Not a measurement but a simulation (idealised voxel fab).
The process module that follows is named voxel released beams.
The cross-section shown here is cut; it is 285 nm wide and divided into square cells measuring 5 nm on a side.
Cross-section, as written here: a square-cell grid given band by band from the top down, where a band holds one or more rows of cells.
Heads up on the band format: heights come first, top then bottom, in nm. After that it's the materials left to right, each with its width in nm. A single material flagged "everywhere" fills the whole band edge to edge, and "air" means there's empty space there.
Heights are reckoned from 0. Under this level, the received wafer is all of one material. The bottommost band is open-ended downward, for example "0..down".
The expression "30..40" gives the width at the extremes of the band, the first number at its top row of cells and the second at its bottom row, with the width changing by equal amounts from each row to the next in between.
Where a step carries "all unchanged", the cross-section came out of it unchanged, cell for cell.
"Sealed internal cavities": sealed empty spaces, 8 cells or more, no open way to top, listed width x height at distance, with distance from the left edge and width, height and distance in nm.
If you see something after the settings on a step's line, that's the simulator's own remark about that step.
The setting "overlay nm" may be written on the line of a step. When the step uses a mask, the value reports how far to the right of the planned place the mask lay, and a negative value reports that it lay to the left.
### The planned process steps are enumerated hereunder
1) RECEIVE,material Si
2) CONFORMAL_DEP,material SiN,thk nm 5
3) DIRECTIONAL_DEP,material SiO2,thk nm 10
4) PATTERN,tone open,mask id ANCHOR,material resist,width nm 35,thk nm 15,overlay nm 0
5) DIRECTIONAL_ETCH,etch materials SiO2,depth nm 10
6) STRIP,etch materials resist
7) CONFORMAL_DEP,material polySi,thk nm 15
8) DIRECTIONAL_DEP,material aC,thk nm 10
9) PATTERN,tone cover,mask id BEAM,material resist,width nm 115,thk nm 25,overlay nm 0
10) DIRECTIONAL_ETCH,etch materials aC,depth nm 10
11) STRIP,etch materials resist
12) DIRECTIONAL_ETCH,etch materials polySi,depth nm 15
13) STRIP,etch materials aC
14) STRIP,etch materials SiO2
### So, the first of our two wafers, run just as we planned it
### This is the cross-section of the wafer as we received it, i.e. after step 1
> 0..down  Si everywhere
> Sealed internal cavities: none
### Cross-section of the wafer subsequent to step 2
> 5..0  SiN everywhere
> Rest of section, below 0: as before.
### Cross-section of the wafer subsequent to step 3
> 15..5  SiO2 everywhere
> Rest of section, below 5: as before.
### Cross-section of the wafer subsequent to step 4
> 30..15  85 nm resist, then 35 nm air, then 165 nm resist
> Rest of section, below 15: as before.
### Cross-section of the wafer subsequent to step 5
> 30..15  85 nm resist, then 35 nm air, then 165 nm resist
> 15..5  85 nm SiO2, then 35 nm air, then 165 nm SiO2
> Rest of section, below 5: as before.
### Cross-section of the wafer subsequent to step 6
> 15..5  85 nm SiO2, then 35 nm air, then 165 nm SiO2
> Rest of section, below 5: as before.
### Cross-section of the wafer subsequent to step 7
> 30..20  100 nm polySi, then 5 nm air, then 180 nm polySi
> 20..15  polySi everywhere
> 15..5  85 nm SiO2, then 35 nm polySi, then 165 nm SiO2
> Rest of section, below 5: as before.
### Cross-section of the wafer subsequent to step 8
> 40..30  100 nm aC, then 5 nm air, then 180 nm aC
> 30..20  100 nm polySi, then 5 nm aC, then 180 nm polySi
> Rest of section, below 20: as before.
### Cross-section of the wafer subsequent to step 9
> 65..40  80 nm air, then 115 nm resist, then 90 nm air
> 40..30  100 nm aC, then 5 nm resist, then 180 nm aC
> Rest of section, below 30: as before.
### Cross-section of the wafer subsequent to step 10
> 55..40  80 nm air, then 115 nm resist, then 90 nm air
> 40..30  80 nm air, then 20 nm aC, then 5 nm resist, then 90 nm aC, then 90 nm air
> Rest of section, below 30: as before.
### Cross-section of the wafer subsequent to step 11
> 40..30  80 nm air, then 20 nm aC, then 5 nm air, then 90 nm aC, then 90 nm air
> Rest of section, below 30: as before.
### Cross-section of the wafer subsequent to step 12
> 40..30  80 nm air, then 20 nm aC, then 5 nm air, then 90 nm aC, then 90 nm air
> 30..20  80 nm air, then 20 nm polySi, then 5 nm aC, then 90 nm polySi, then 90 nm air
> 20..15  80 nm air, then 115 nm polySi, then 90 nm air
> Rest of section, below 15: as before.
### Cross-section of the wafer subsequent to step 13
> 30..20  80 nm air, then 20 nm polySi, then 5 nm air, then 90 nm polySi, then 90 nm air
> Rest of section, below 20: as before.
### Cross-section of the wafer subsequent to step 14
> 30..20  80 nm air, then 20 nm polySi, then 5 nm air, then 90 nm polySi, then 90 nm air
> 20..15  80 nm air, then 115 nm polySi, then 90 nm air
> 15..5  85 nm air, then 35 nm polySi, then 165 nm air
> Rest of section, below 5: as before.
### second wafer: like start, like plan, one mistake. Through step 7 it matches the first wafer
### Here is the second wafer in cross-section at the point where step 8 of the plan should have been done
> 40..30  100 nm SiN, then 5 nm air, then 180 nm SiN
> 30..20  100 nm polySi, then 5 nm SiN, then 180 nm polySi
> Rest of section, below 20: as before.
### Here is the second wafer in cross-section at the point where step 9 of the plan should have been done
> 65..40  80 nm air, then 115 nm resist, then 90 nm air
> 40..30  100 nm SiN, then 5 nm resist, then 180 nm SiN
> Rest of section, below 30: as before.
### Here is the second wafer in cross-section at the point where step 10 of the plan should have been done
> 55..40  80 nm air, then 115 nm resist, then 90 nm air
> Rest of section, below 40: as before.
### Here is the second wafer in cross-section at the point where step 11 of the plan should have been done
> 40..30  100 nm SiN, then 5 nm air, then 180 nm SiN
> Rest of section, below 30: as before.
Here is the second wafer in cross-section at the point where step 12 of the plan should have been done: all unchanged
Here is the second wafer in cross-section at the point where step 13 of the plan should have been done: all unchanged
Here is the second wafer in cross-section at the point where step 14 of the plan should have been done: all unchanged
The mistake made against the process plan was this: step 8 changed vs plan, executed as DIRECTIONAL_DEP,material SiN,thk nm 10
Final tally in cells, some materials are higher or lower on the second wafer than on the first: 114 more of SiN, 100 more of SiO2, 102 more of polySi
